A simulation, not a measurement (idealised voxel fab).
The document below concerns the process module designated voxel wiring stack.
Xsec cut, 280 nm wide, square cell size 5 nm.
For the purposes of this document, a cross-section shall be understood as a grid of square cells, specified as bands listed in top-to-bottom order, each band consisting of one or more rows of cells.
This entry defines a band. It first specifies the height of the band's top and the height of its bottom in nm, and then specifies the band's materials from left to right, stating each material with its width in nm. The word "all across" identifies a single material that fills the band from edge to edge, while the word "empty" identifies empty space.
Note: height 0 marks the level under which the wafer is uniformly one material as received. Lowest band unbounded below, written "z 0 and below".
Graded width ("30..40"): value in top row of band = first number; value in bottom row = second number; row-to-row change constant.
When a step is marked "remains unaltered", none of the cells in the cross-section changed during that step.
"Fully sealed cavities" - sealed voids, min. 8 cells, no opening to top; format: width x height at distance (distance from left edge; nm throughout).
Step line, after settings: the simulator's comment on this step.
Steps that use a mask can have "overlay nm" on their line. It says how far the mask sat to the right of where it was meant to be. Negative means to the left.
Listed below are the process steps as planned:
- 1: RECEIVE | material Si
- 2: CONFORMAL_DEP | material SiO2 | thk nm 10
- 3: CONFORMAL_DEP | material SiN | thk nm 5
- 4: DIRECTIONAL_DEP | material lowk | thk nm 20
- 5: MASKED_ETCH | tone open | mask id METAL_1 | width nm 20 | pitch nm 50 | etch materials lowk | depth nm 20 | overlay nm 0
- 6: MASKED_ETCH | tone open | mask id METAL_1 | width nm 20 | pitch nm 50 | etch materials SiN | depth nm 5 | overlay nm 0
- 7: CONFORMAL_DEP | material TiN | thk nm 5
- 8: FILL_DEP | material W | thk nm 10
- 9: CMP | height nm 35
- 10: CONFORMAL_DEP | material SiCN | thk nm 5
- 11: DIRECTIONAL_DEP | material SiO2 | thk nm 10
- 12: DIRECTIONAL_DEP | material aC | thk nm 15
- 13: PATTERN | tone open | mask id PLUG_1 | material resist | width nm 15 | pitch nm 50 | thk nm 35 | overlay nm 0
- 14: DIRECTIONAL_ETCH | etch materials aC | depth nm 15
- 15: STRIP | etch materials resist
- 16: DIRECTIONAL_ETCH | etch materials SiO2 | depth nm 10
- 17: DIRECTIONAL_ETCH | etch materials SiCN | depth nm 5
- 18: STRIP | etch materials aC
- 19: EPI | material Ru | thk nm 10
- 20: EPI | material Ru | thk nm 5
- 21: DIRECTIONAL_DEP | material TiN | thk nm 5
- 22: DIRECTIONAL_DEP | material Ru | thk nm 25
- 23: DIRECTIONAL_DEP | material aC | thk nm 10
- 24: PATTERN | tone cover | mask id METAL_2 | material resist | width nm 20 | pitch nm 50 | thk nm 25 | overlay nm 0
- 25: DIRECTIONAL_ETCH | etch materials aC | depth nm 10
- 26: STRIP | etch materials resist
- 27: DIRECTIONAL_ETCH | etch materials Ru | depth nm 25
- 28: DIRECTIONAL_ETCH | etch materials TiN | depth nm 5
- 29: STRIP | etch materials aC
- 30: FILL_DEP | material lowk | thk nm 10
- 31: CMP | height nm 80
- 32: CONFORMAL_DEP | material SiN | thk nm 5
The first of a set of two wafers, run to plan:
Delivered wafer in cross-section: state after step 1:
* z 0 and below = Si all across
* Fully sealed cavities: none
Wafer xsec, post step 2:
* z 10 to 0 = SiO2 all across
* All layers under 0 are left as they were.
Wafer xsec, post step 3:
* z 15 to 10 = SiN all across
* All layers under 10 are left as they were.
Wafer xsec, post step 4:
* z 35 to 15 = lowk all across
* All layers under 15 are left as they were.
Wafer xsec, post step 5:
* z 35 to 15 = lowk: 55, empty: 20, lowk: 30, empty: 20, lowk: 30, empty: 20, lowk: 30, empty: 20, lowk: 55
* All layers under 15 are left as they were.
Wafer xsec, post step 6:
* z 35 to 15 = lowk: 55, empty: 20, lowk: 30, empty: 20, lowk: 30, empty: 20, lowk: 30, empty: 20, lowk: 55
* z 15 to 10 = SiN: 55, empty: 20, SiN: 30, empty: 20, SiN: 30, empty: 20, SiN: 30, empty: 20, SiN: 55
* All layers under 10 are left as they were.
Wafer xsec, post step 7:
* z 40 to 35 = TiN: 60, empty: 10, TiN: 40, empty: 10, TiN: 40, empty: 10, TiN: 40, empty: 10, TiN: 60
* z 35 to 15 = lowk: 55, TiN: 5, empty: 10, TiN: 5, lowk: 30, TiN: 5, empty: 10, TiN: 5, lowk: 30, TiN: 5, empty: 10, TiN: 5, lowk: 30, TiN: 5, empty: 10, TiN: 5, lowk: 55
* z 15 to 10 = SiN: 55, TiN: 20, SiN: 30, TiN: 20, SiN: 30, TiN: 20, SiN: 30, TiN: 20, SiN: 55
* All layers under 10 are left as they were.
Wafer xsec, post step 8:
* z 50 to 40 = W all across
* z 40 to 35 = TiN: 60, W: 10, TiN: 40, W: 10, TiN: 40, W: 10, TiN: 40, W: 10, TiN: 60
* z 35 to 15 = lowk: 55, TiN: 5, W: 10, TiN: 5, lowk: 30, TiN: 5, W: 10, TiN: 5, lowk: 30, TiN: 5, W: 10, TiN: 5, lowk: 30, TiN: 5, W: 10, TiN: 5, lowk: 55
* All layers under 15 are left as they were.
Wafer xsec, post step 9:
* z 35 to 15 = lowk: 55, TiN: 5, W: 10, TiN: 5, lowk: 30, TiN: 5, W: 10, TiN: 5, lowk: 30, TiN: 5, W: 10, TiN: 5, lowk: 30, TiN: 5, W: 10, TiN: 5, lowk: 55
* All layers under 15 are left as they were.
Wafer xsec, post step 10:
* z 40 to 35 = SiCN all across
* All layers under 35 are left as they were.
Wafer xsec, post step 11:
* z 50 to 40 = SiO2 all across
* All layers under 40 are left as they were.
Wafer xsec, post step 12:
* z 65 to 50 = aC all across
* All layers under 50 are left as they were.
Wafer xsec, post step 13:
* z 100 to 65 = resist: 55, empty: 15, resist: 35, empty: 15, resist: 35, empty: 15, resist: 35, empty: 15, resist: 60
* All layers under 65 are left as they were.
Wafer xsec, post step 14:
* z 85 to 65 = resist: 55, empty: 15, resist: 35, empty: 15, resist: 35, empty: 15, resist: 35, empty: 15, resist: 60
* z 65 to 50 = aC: 55, empty: 15, aC: 35, empty: 15, aC: 35, empty: 15, aC: 35, empty: 15, aC: 60
* All layers under 50 are left as they were.
Wafer xsec, post step 15:
* z 65 to 50 = aC: 55, empty: 15, aC: 35, empty: 15, aC: 35, empty: 15, aC: 35, empty: 15, aC: 60
* All layers under 50 are left as they were.
Wafer xsec, post step 16:
* z 65 to 50 = aC: 55, empty: 15, aC: 35, empty: 15, aC: 35, empty: 15, aC: 35, empty: 15, aC: 60
* z 50 to 40 = SiO2: 55, empty: 15, SiO2: 35, empty: 15, SiO2: 35, empty: 15, SiO2: 35, empty: 15, SiO2: 60
* All layers under 40 are left as they were.
Wafer xsec, post step 17:
* z 65 to 50 = aC: 55, empty: 15, aC: 35, empty: 15, aC: 35, empty: 15, aC: 35, empty: 15, aC: 60
* z 50 to 40 = SiO2: 55, empty: 15, SiO2: 35, empty: 15, SiO2: 35, empty: 15, SiO2: 35, empty: 15, SiO2: 60
* z 40 to 35 = SiCN: 55, empty: 15, SiCN: 35, empty: 15, SiCN: 35, empty: 15, SiCN: 35, empty: 15, SiCN: 60
* All layers under 35 are left as they were.
Wafer xsec, post step 18:
* z 50 to 40 = SiO2: 55, empty: 15, SiO2: 35, empty: 15, SiO2: 35, empty: 15, SiO2: 35, empty: 15, SiO2: 60
* All layers under 40 are left as they were.
Wafer xsec, post step 19:
* z 50 to 45 = SiO2: 55, empty: 15, SiO2: 35, empty: 15, SiO2: 35, empty: 15, SiO2: 35, empty: 15, SiO2: 60
* z 45 to 40 = SiO2: 55, Ru: 15, SiO2: 35, Ru: 15, SiO2: 35, Ru: 15, SiO2: 35, Ru: 15, SiO2: 60
* z 40 to 35 = SiCN: 55, Ru: 15, SiCN: 35, Ru: 15, SiCN: 35, Ru: 15, SiCN: 35, Ru: 15, SiCN: 60
* All layers under 35 are left as they were.
Wafer xsec, post step 20:
* z 50 to 40 = SiO2: 55, Ru: 15, SiO2: 35, Ru: 15, SiO2: 35, Ru: 15, SiO2: 35, Ru: 15, SiO2: 60
* All layers under 40 are left as they were.
Wafer xsec, post step 21:
* z 55 to 50 = TiN all across
* All layers under 50 are left as they were.
Wafer xsec, post step 22:
* z 80 to 55 = Ru all across
* All layers under 55 are left as they were.
Wafer xsec, post step 23:
* z 90 to 80 = aC all across
* All layers under 80 are left as they were.
Wafer xsec, post step 24:
* z 115 to 90 = empty: 55, resist: 20, empty: 30, resist: 20, empty: 30, resist: 20, empty: 30, resist: 20, empty: 55
* All layers under 90 are left as they were.
Wafer xsec, post step 25:
* z 105 to 90 = empty: 55, resist: 20, empty: 30, resist: 20, empty: 30, resist: 20, empty: 30, resist: 20, empty: 55
* z 90 to 80 = empty: 55, aC: 20, empty: 30, aC: 20, empty: 30, aC: 20, empty: 30, aC: 20, empty: 55
* All layers under 80 are left as they were.
Wafer xsec, post step 26:
* z 90 to 80 = empty: 55, aC: 20, empty: 30, aC: 20, empty: 30, aC: 20, empty: 30, aC: 20, empty: 55
* All layers under 80 are left as they were.
Wafer xsec, post step 27:
* z 90 to 80 = empty: 55, aC: 20, empty: 30, aC: 20, empty: 30, aC: 20, empty: 30, aC: 20, empty: 55
* z 80 to 55 = empty: 55, Ru: 20, empty: 30, Ru: 20, empty: 30, Ru: 20, empty: 30, Ru: 20, empty: 55
* All layers under 55 are left as they were.
Wafer xsec, post step 28:
* z 90 to 80 = empty: 55, aC: 20, empty: 30, aC: 20, empty: 30, aC: 20, empty: 30, aC: 20, empty: 55
* z 80 to 55 = empty: 55, Ru: 20, empty: 30, Ru: 20, empty: 30, Ru: 20, empty: 30, Ru: 20, empty: 55
* z 55 to 50 = empty: 55, TiN: 20, empty: 30, TiN: 20, empty: 30, TiN: 20, empty: 30, TiN: 20, empty: 55
* All layers under 50 are left as they were.
Wafer xsec, post step 29:
* z 80 to 55 = empty: 55, Ru: 20, empty: 30, Ru: 20, empty: 30, Ru: 20, empty: 30, Ru: 20, empty: 55
* All layers under 55 are left as they were.
Wafer xsec, post step 30:
* z 90 to 80 = lowk all across
* z 80 to 55 = lowk: 55, Ru: 20, lowk: 30, Ru: 20, lowk: 30, Ru: 20, lowk: 30, Ru: 20, lowk: 55
* z 55 to 50 = lowk: 55, TiN: 20, lowk: 30, TiN: 20, lowk: 30, TiN: 20, lowk: 30, TiN: 20, lowk: 55
* All layers under 50 are left as they were.
Wafer xsec, post step 31:
* z 80 to 55 = lowk: 55, Ru: 20, lowk: 30, Ru: 20, lowk: 30, Ru: 20, lowk: 30, Ru: 20, lowk: 55
* All layers under 55 are left as they were.
Wafer xsec, post step 32:
* z 85 to 80 = SiN all across
* All layers under 80 are left as they were.
The Second Wafer: Common Origin and Plan, One Mistake in Execution, Identical to the First Through Step 4:
X-section, second wafer, when step 5 was due to finish:
* z 35 to 15 = lowk: 50, empty: 30, lowk: 20, empty: 30, lowk: 20, empty: 30, lowk: 20, empty: 30, lowk: 50
* All layers under 15 are left as they were.
X-section, second wafer, when step 6 was due to finish:
* z 35 to 15 = lowk: 50, empty: 30, lowk: 20, empty: 30, lowk: 20, empty: 30, lowk: 20, empty: 30, lowk: 50
* z 15 to 10 = SiN: 55, empty: 20, SiN: 30, empty: 20, SiN: 30, empty: 20, SiN: 30, empty: 20, SiN: 55
* All layers under 10 are left as they were.
X-section, second wafer, when step 7 was due to finish:
* z 40 to 35 = TiN: 55, empty: 20, TiN: 30, empty: 20, TiN: 30, empty: 20, TiN: 30, empty: 20, TiN: 55
* z 35 to 20 = lowk: 50, TiN: 5, empty: 20, TiN: 5, lowk: 20, TiN: 5, empty: 20, TiN: 5, lowk: 20, TiN: 5, empty: 20, TiN: 5, lowk: 20, TiN: 5, empty: 20, TiN: 5, lowk: 50
* z 20 to 15 = lowk: 50, TiN: 10, empty: 10, TiN: 10, lowk: 20, TiN: 10, empty: 10, TiN: 10, lowk: 20, TiN: 10, empty: 10, TiN: 10, lowk: 20, TiN: 10, empty: 10, TiN: 10, lowk: 50
* z 15 to 10 = SiN: 55, TiN: 20, SiN: 30, TiN: 20, SiN: 30, TiN: 20, SiN: 30, TiN: 20, SiN: 55
* All layers under 10 are left as they were.
X-section, second wafer, when step 8 was due to finish:
* z 50 to 40 = W all across
* z 40 to 35 = TiN: 55, W: 20, TiN: 30, W: 20, TiN: 30, W: 20, TiN: 30, W: 20, TiN: 55
* z 35 to 20 = lowk: 50, TiN: 5, W: 20, TiN: 5, lowk: 20, TiN: 5, W: 20, TiN: 5, lowk: 20, TiN: 5, W: 20, TiN: 5, lowk: 20, TiN: 5, W: 20, TiN: 5, lowk: 50
* z 20 to 15 = lowk: 50, TiN: 10, W: 10, TiN: 10, lowk: 20, TiN: 10, W: 10, TiN: 10, lowk: 20, TiN: 10, W: 10, TiN: 10, lowk: 20, TiN: 10, W: 10, TiN: 10, lowk: 50
* All layers under 15 are left as they were.
X-section, second wafer, when step 9 was due to finish:
* z 35 to 20 = lowk: 50, TiN: 5, W: 20, TiN: 5, lowk: 20, TiN: 5, W: 20, TiN: 5, lowk: 20, TiN: 5, W: 20, TiN: 5, lowk: 20, TiN: 5, W: 20, TiN: 5, lowk: 50
* All layers under 20 are left as they were.
X-section, second wafer, when step 10 was due to finish:
* z 40 to 35 = SiCN all across
* All layers under 35 are left as they were.
X-section, second wafer, when step 11 was due to finish:
* z 50 to 40 = SiO2 all across
* All layers under 40 are left as they were.
X-section, second wafer, when step 12 was due to finish:
* z 65 to 50 = aC all across
* All layers under 50 are left as they were.
X-section, second wafer, when step 13 was due to finish:
* z 100 to 65 = resist: 55, empty: 15, resist: 35, empty: 15, resist: 35, empty: 15, resist: 35, empty: 15, resist: 60
* All layers under 65 are left as they were.
X-section, second wafer, when step 14 was due to finish:
* z 85 to 65 = resist: 55, empty: 15, resist: 35, empty: 15, resist: 35, empty: 15, resist: 35, empty: 15, resist: 60
* z 65 to 50 = aC: 55, empty: 15, aC: 35, empty: 15, aC: 35, empty: 15, aC: 35, empty: 15, aC: 60
* All layers under 50 are left as they were.
X-section, second wafer, when step 15 was due to finish:
* z 65 to 50 = aC: 55, empty: 15, aC: 35, empty: 15, aC: 35, empty: 15, aC: 35, empty: 15, aC: 60
* All layers under 50 are left as they were.
X-section, second wafer, when step 16 was due to finish:
* z 65 to 50 = aC: 55, empty: 15, aC: 35, empty: 15, aC: 35, empty: 15, aC: 35, empty: 15, aC: 60
* z 50 to 40 = SiO2: 55, empty: 15, SiO2: 35, empty: 15, SiO2: 35, empty: 15, SiO2: 35, empty: 15, SiO2: 60
* All layers under 40 are left as they were.
X-section, second wafer, when step 17 was due to finish:
* z 65 to 50 = aC: 55, empty: 15, aC: 35, empty: 15, aC: 35, empty: 15, aC: 35, empty: 15, aC: 60
* z 50 to 40 = SiO2: 55, empty: 15, SiO2: 35, empty: 15, SiO2: 35, empty: 15, SiO2: 35, empty: 15, SiO2: 60
* z 40 to 35 = SiCN: 55, empty: 15, SiCN: 35, empty: 15, SiCN: 35, empty: 15, SiCN: 35, empty: 15, SiCN: 60
* All layers under 35 are left as they were.
X-section, second wafer, when step 18 was due to finish:
* z 50 to 40 = SiO2: 55, empty: 15, SiO2: 35, empty: 15, SiO2: 35, empty: 15, SiO2: 35, empty: 15, SiO2: 60
* All layers under 40 are left as they were.
X-section, second wafer, when step 19 was due to finish:
* z 50 to 45 = SiO2: 55, empty: 15, SiO2: 35, empty: 15, SiO2: 35, empty: 15, SiO2: 35, empty: 15, SiO2: 60
* z 45 to 40 = SiO2: 55, Ru: 15, SiO2: 35, Ru: 15, SiO2: 35, Ru: 15, SiO2: 35, Ru: 15, SiO2: 60
* z 40 to 35 = SiCN: 55, Ru: 15, SiCN: 35, Ru: 15, SiCN: 35, Ru: 15, SiCN: 35, Ru: 15, SiCN: 60
* All layers under 35 are left as they were.
X-section, second wafer, when step 20 was due to finish:
* z 50 to 40 = SiO2: 55, Ru: 15, SiO2: 35, Ru: 15, SiO2: 35, Ru: 15, SiO2: 35, Ru: 15, SiO2: 60
* All layers under 40 are left as they were.
X-section, second wafer, when step 21 was due to finish:
* z 55 to 50 = TiN all across
* All layers under 50 are left as they were.
X-section, second wafer, when step 22 was due to finish:
* z 80 to 55 = Ru all across
* All layers under 55 are left as they were.
X-section, second wafer, when step 23 was due to finish:
* z 90 to 80 = aC all across
* All layers under 80 are left as they were.
X-section, second wafer, when step 24 was due to finish:
* z 115 to 90 = empty: 55, resist: 20, empty: 30, resist: 20, empty: 30, resist: 20, empty: 30, resist: 20, empty: 55
* All layers under 90 are left as they were.
X-section, second wafer, when step 25 was due to finish:
* z 105 to 90 = empty: 55, resist: 20, empty: 30, resist: 20, empty: 30, resist: 20, empty: 30, resist: 20, empty: 55
* z 90 to 80 = empty: 55, aC: 20, empty: 30, aC: 20, empty: 30, aC: 20, empty: 30, aC: 20, empty: 55
* All layers under 80 are left as they were.
X-section, second wafer, when step 26 was due to finish:
* z 90 to 80 = empty: 55, aC: 20, empty: 30, aC: 20, empty: 30, aC: 20, empty: 30, aC: 20, empty: 55
* All layers under 80 are left as they were.
X-section, second wafer, when step 27 was due to finish:
* z 90 to 80 = empty: 55, aC: 20, empty: 30, aC: 20, empty: 30, aC: 20, empty: 30, aC: 20, empty: 55
* z 80 to 55 = empty: 55, Ru: 20, empty: 30, Ru: 20, empty: 30, Ru: 20, empty: 30, Ru: 20, empty: 55
* All layers under 55 are left as they were.
X-section, second wafer, when step 28 was due to finish:
* z 90 to 80 = empty: 55, aC: 20, empty: 30, aC: 20, empty: 30, aC: 20, empty: 30, aC: 20, empty: 55
* z 80 to 55 = empty: 55, Ru: 20, empty: 30, Ru: 20, empty: 30, Ru: 20, empty: 30, Ru: 20, empty: 55
* z 55 to 50 = empty: 55, TiN: 20, empty: 30, TiN: 20, empty: 30, TiN: 20, empty: 30, TiN: 20, empty: 55
* All layers under 50 are left as they were.
X-section, second wafer, when step 29 was due to finish:
* z 80 to 55 = empty: 55, Ru: 20, empty: 30, Ru: 20, empty: 30, Ru: 20, empty: 30, Ru: 20, empty: 55
* All layers under 55 are left as they were.
X-section, second wafer, when step 30 was due to finish:
* z 90 to 80 = lowk all across
* z 80 to 55 = lowk: 55, Ru: 20, lowk: 30, Ru: 20, lowk: 30, Ru: 20, lowk: 30, Ru: 20, lowk: 55
* z 55 to 50 = lowk: 55, TiN: 20, lowk: 30, TiN: 20, lowk: 30, TiN: 20, lowk: 30, TiN: 20, lowk: 55
* All layers under 50 are left as they were.
X-section, second wafer, when step 31 was due to finish:
* z 80 to 55 = lowk: 55, Ru: 20, lowk: 30, Ru: 20, lowk: 30, Ru: 20, lowk: 30, Ru: 20, lowk: 55
* All layers under 55 are left as they were.
X-section, second wafer, when step 32 was due to finish:
* z 85 to 80 = SiN all across
* All layers under 80 are left as they were.
Diagnosis: step 5 was not run as planned; what actually ran was MASKED_ETCH | tone open | mask id METAL_1 | width nm 30 | pitch nm 50 | etch materials lowk | depth nm 20 | overlay nm 0
Once processing is complete, comparing cell counts shows that the second wafer has more or fewer of certain materials than the first: TiN +8; W +24; lowk -32
